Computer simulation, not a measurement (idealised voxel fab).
Process module in this document: voxel quadruple lines
Displayed cross-section: cut, width of 240 nm, square cells sized 5 nm.
In this document a cross-section is written as a grid of square cells. It is given as a series of bands, listed from the top down, and a band is one or more rows of cells. For a band, the entry starts with two heights in nm, that of the top and then that of the bottom, and carries on with the band's materials in order from left to right, each alongside its width in nm; the word "everywhere" beside a single material means it fills the band edge to edge, and "blank" means empty space. Zero point of the height axis is 0; under it, received wafer = one material. Lowest band: continues down indefinitely, "0..down". Per-row width for "30->40": begins at first number (top row of band), ends at second number (bottom row), increment between rows held constant. Step note "all unchanged" = no cross-section cell changed. In "Enclosed internal voids" the enclosed voids are listed, meaning empty spaces of 8 cells or larger without any opening to the top. The form is width x height at distance, distance from the left edge, units nm. Anything after a step's settings on that line? It's the simulator's own note about the step. Steps that use a mask can have "overlay nm" on their line. It says how far the mask sat to the right of where it was meant to be. Negative means to the left.

## Set out below are the planned steps of the process
- 1: RECEIVE: material Si
- 2: CONFORMAL_DEP: material SiO2, thk nm 5
- 3: DIRECTIONAL_DEP: material W, thk nm 10
- 4: DIRECTIONAL_DEP: material polySi, thk nm 15
- 5: DIRECTIONAL_DEP: material aC, thk nm 20
- 6: PATTERN: tone cover, mask id MANDREL, material resist, width nm 25, pitch nm 80, thk nm 30, overlay nm 0
- 7: DIRECTIONAL_ETCH: etch materials aC, depth nm 20
- 8: STRIP: etch materials resist
- 9: CONFORMAL_DEP: material SiO2, thk nm 15
- 10: DIRECTIONAL_ETCH: etch materials SiO2, depth nm 15
- 11: STRIP: etch materials aC
- 12: DIRECTIONAL_ETCH: etch materials polySi, depth nm 15
- 13: STRIP: etch materials SiO2
- 14: CONFORMAL_DEP: material SiN, thk nm 5
- 15: DIRECTIONAL_ETCH: etch materials SiN, depth nm 5
- 16: STRIP: etch materials polySi
- 17: DIRECTIONAL_ETCH: etch materials W, depth nm 10
- 18: STRIP: etch materials SiN

## Wafer cross-section on receipt, i.e. after step 1
> 0..down = Si everywhere
> Enclosed internal voids: none

## The plan above was carried out on the starting structure above with one mistake, and this cross-section shows the wafer at the end of the module
> 35..30 = blank: 45, SiO2: 25, blank: 15, SiO2: 25, blank: 15, SiO2: 25, blank: 15, SiO2: 25, blank: 50
> 30..20 = blank: 45, SiO2: 5, polySi: 15, SiO2: 5, blank: 15, SiO2: 5, polySi: 15, SiO2: 5, blank: 15, SiO2: 5, polySi: 15, SiO2: 5, blank: 15, SiO2: 5, polySi: 15, SiO2: 5, blank: 50
> 20..15 = SiO2: 50, polySi: 15, SiO2: 25, polySi: 15, SiO2: 25, polySi: 15, SiO2: 25, polySi: 15, SiO2: 55
> 15..5 = W everywhere
> 5..0 = SiO2 everywhere
> 0..down = Si everywhere
> Enclosed internal voids: none
Nonconformance to the process plan: step 14: run off-plan, actual operation and settings CONFORMAL_DEP: material SiO2, thk nm 5
